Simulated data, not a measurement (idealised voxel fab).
process module | voxel wiring stack
This is section cut - it's 235 nm across, gridded in 5 nm square cells.
Cross-section spec: square-cell grid; bands listed top down; each band is one or more rows. Band: top and bottom heights (nm) first, top before bottom; then materials from left to right, widths in nm. "all across" marks a sole material filling the band edge to edge. "blank" denotes empty space. Note: height 0 marks the level under which the wafer is uniformly one material as received. Lowest band unbounded below, written "0 and below". A width such as "30..40" changes by the same amount from each row of cells to the next, from the band's top row to its bottom row. When a step is marked "no change occurred", none of the cells in the cross-section changed during that step. So "Enclosed internal voids" is basically the list of trapped voids: any empty space of 8 cells or more that can't reach the top through an opening. They're written width x height at distance, the distance being from the left edge, and it's all nm. Note: text after step settings on the step line = simulator remark on that step. overlay nm: mask right of planned place by this much (step with mask). Neg. = left.
The planned process steps are enumerated hereunder:
step 1: RECEIVE | material Si
step 2: CONFORMAL_DEP | material SiO2 | thk nm 10
step 3: CONFORMAL_DEP | material SiCN | thk nm 5
step 4: DIRECTIONAL_DEP | material lowk | thk nm 20
step 5: DIRECTIONAL_DEP | material aC | thk nm 10
step 6: PATTERN | tone open | mask id METAL_1 | material resist | width nm 20 | pitch nm 40 | thk nm 30 | overlay nm 0
step 7: DIRECTIONAL_ETCH | etch materials aC | depth nm 10
step 8: STRIP | etch materials resist
step 9: DIRECTIONAL_ETCH | etch materials lowk | depth nm 20
step 10: DIRECTIONAL_ETCH | etch materials SiCN | depth nm 5
step 11: STRIP | etch materials aC
step 12: CONFORMAL_DEP | material TiN | thk nm 5
step 13: FILL_DEP | material Cu | thk nm 5
step 14: CMP | height nm 35
step 15: CONFORMAL_DEP | material SiCN | thk nm 5
step 16: DIRECTIONAL_DEP | material lowk | thk nm 30
step 17: MASKED_ETCH | tone open | mask id METAL_2_HOLES | width nm 15 | pitch nm 40 | etch materials lowk | depth nm 30 | overlay nm 0
step 18: MASKED_ETCH | tone open | mask id METAL_2 | width nm 20 | pitch nm 40 | etch materials lowk | depth nm 20 | overlay nm 0
step 19: MASKED_ETCH | tone open | mask id METAL_2 | width nm 20 | pitch nm 40 | etch materials SiCN | depth nm 5 | overlay nm -15
step 20: CONFORMAL_DEP | material TiN | thk nm 5
step 21: FILL_DEP | material Ru | thk nm 10
step 22: CMP | height nm 70
step 23: CONFORMAL_DEP | material SiCN | thk nm 5
Quick note for whoever runs this: the wafers start identical, but the overlay nm at step 19 isn't the same across them. The plan just shows what the first wafer had.
So this is the first of several wafers, cross-sectioned as it came to us, meaning it's at the end of step 1:
- 0 and below = Si all across
- Enclosed internal voids: none
Post step 23, the closing step of the module: first of several wafers, cross-sectioned:
- 75 down to 70 = SiCN all across
- 70 down to 55 = lowk=85, TiN=5, Ru=10, TiN=5, lowk=20, TiN=5, Ru=10, TiN=5, lowk=90
- 55 down to 45 = lowk=85, TiN=5, Ru=5, TiN=10..5, lowk=20..25, TiN=5, Ru=5, TiN=10..5, lowk=90..95
- 45 down to 40 = lowk=85, TiN=15, lowk=25, TiN=15, lowk=95
- 40 down to 35 = SiCN=85, TiN=5, SiCN=35, TiN=5, SiCN=105
- 35 down to 15 = lowk=85, TiN=5, Cu=10, TiN=5, lowk=20, TiN=5, Cu=10, TiN=5, lowk=90
- 15 down to 10 = SiCN=85, TiN=20, SiCN=20, TiN=20, SiCN=90
- 10 down to 0 = SiO2 all across
- 0 and below = Si all across
- Enclosed internal voids: none
Cross-section of the final wafer among several, taken at the end of the module:
- 75 down to 70 = SiCN all across
- 70 down to 55 = lowk=85, TiN=5, Ru=10, TiN=5, lowk=20, TiN=5, Ru=10, TiN=5, lowk=90
- 55 down to 45 = lowk=85, TiN=5, Ru=5, TiN=10..5, lowk=20..25, TiN=5, Ru=5, TiN=10..5, lowk=90..95
- 45 down to 40 = lowk=85, TiN=15, lowk=25, TiN=15, lowk=95
- 40 down to 35 = SiCN all across
- 35 down to 15 = lowk=85, TiN=5, Cu=10, TiN=5, lowk=20, TiN=5, Cu=10, TiN=5, lowk=90
- 15 down to 10 = SiCN=85, TiN=20, SiCN=20, TiN=20, SiCN=90
- 10 down to 0 = SiO2 all across
- 0 and below = Si all across
- Enclosed internal voids: none
Heads up, this table goes wafer by wafer. A row tells you, at the end of the module, how many cells of each material that wafer has put on (+) or dropped (-) since it was received, and then its closed voids:
overlay nm -15, +16 Cu, +16 Ru, +131 SiCN, +94 SiO2, +54 TiN, +394 lowk, Enclosed internal voids: none
overlay nm -10, +16 Cu, +16 Ru, +129 SiCN, +94 SiO2, +56 TiN, +394 lowk, Enclosed internal voids: none
overlay nm -5, +16 Cu, +18 Ru, +127 SiCN, +94 SiO2, +56 TiN, +394 lowk, Enclosed internal voids: none
overlay nm 0, +16 Cu, +18 Ru, +127 SiCN, +94 SiO2, +56 TiN, +394 lowk, Enclosed internal voids: none
overlay nm 5, +16 Cu, +16 Ru, +129 SiCN, +94 SiO2, +56 TiN, +394 lowk, Enclosed internal voids: none
overlay nm 10, +16 Cu, +16 Ru, +131 SiCN, +94 SiO2, +54 TiN, +394 lowk, Enclosed internal voids: none
overlay nm 15, +16 Cu, +16 Ru, +133 SiCN, +94 SiO2, +52 TiN, +394 lowk, Enclosed internal voids: none
